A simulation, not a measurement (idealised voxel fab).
process module | voxel fin reveal
cross-section cut | 255 nm wide | cells 5 nm
A cross-section is a grid of square cells, given in bands from the top down. A band is one or more rows of cells.
Each band's line starts with the height of the band's top and of its bottom, in nm. Then come its materials from left to right, each with its width in nm. One material with "throughout" fills the band from edge to edge. "air" is empty space.
Height 0 is the level under which the wafer as received is all one material. The lowest band goes on downwards, as in "0 down".
A width such as "30 to 40" changes by the same amount from each row of cells to the next, from the band's top row to its bottom row.
"no change" after a step means that no cell of the cross-section changed.
closed voids: empty space of 8 cells or more with no open way to the top, each as width x height at its distance from the left edge, in nm
after a step's settings: what the simulator itself notes on the step
overlay nm, on a step with a mask: how far to the right of its planned place the mask lay; to the left if negative
plan
1 op RECEIVE | material Si
2 op CONFORMAL_DEP | material SiN | thk nm 10
3 op MASKED_ETCH | tone cover | mask id FINS | width nm 15 | pitch nm 35 | etch materials SiN | depth nm 10 | overlay nm 0
4 op MASKED_ETCH | tone cover | mask id FINS | width nm 15 | pitch nm 35 | etch materials Si | depth nm 35 | overlay nm 0
5 op FILL_DEP | material SiO2 | thk nm 15
6 op CMP | height nm 10
7 op SELECTIVE_ETCH | etch materials SiO2 | depth nm 20
8 op STRIP | etch materials SiN
as received, after step 1
  0 down: Si throughout
  closed voids: none
first wafer at the end, as planned
  0 to -10: air 65 | Si 15 | air 20 | Si 15 | air 20 | Si 15 | air 20 | Si 15 | air 70
  -10 to -35: SiO2 65 | Si 15 | SiO2 20 | Si 15 | SiO2 20 | Si 15 | SiO2 20 | Si 15 | SiO2 70
  -35 down: Si throughout
  closed voids: none
second wafer at the end: like start, like plan, one mistake
  0 to -30: air 65 | Si 15 | air 20 | Si 15 | air 20 | Si 15 | air 20 | Si 15 | air 70
  -30 to -35: SiO2 65 | Si 15 | SiO2 20 | Si 15 | SiO2 20 | Si 15 | SiO2 20 | Si 15 | SiO2 70
  -35 down: Si throughout
  closed voids: none
what went wrong: step 7 was run twice
at the end the second wafer has, in cells: 156 fewer of SiO2
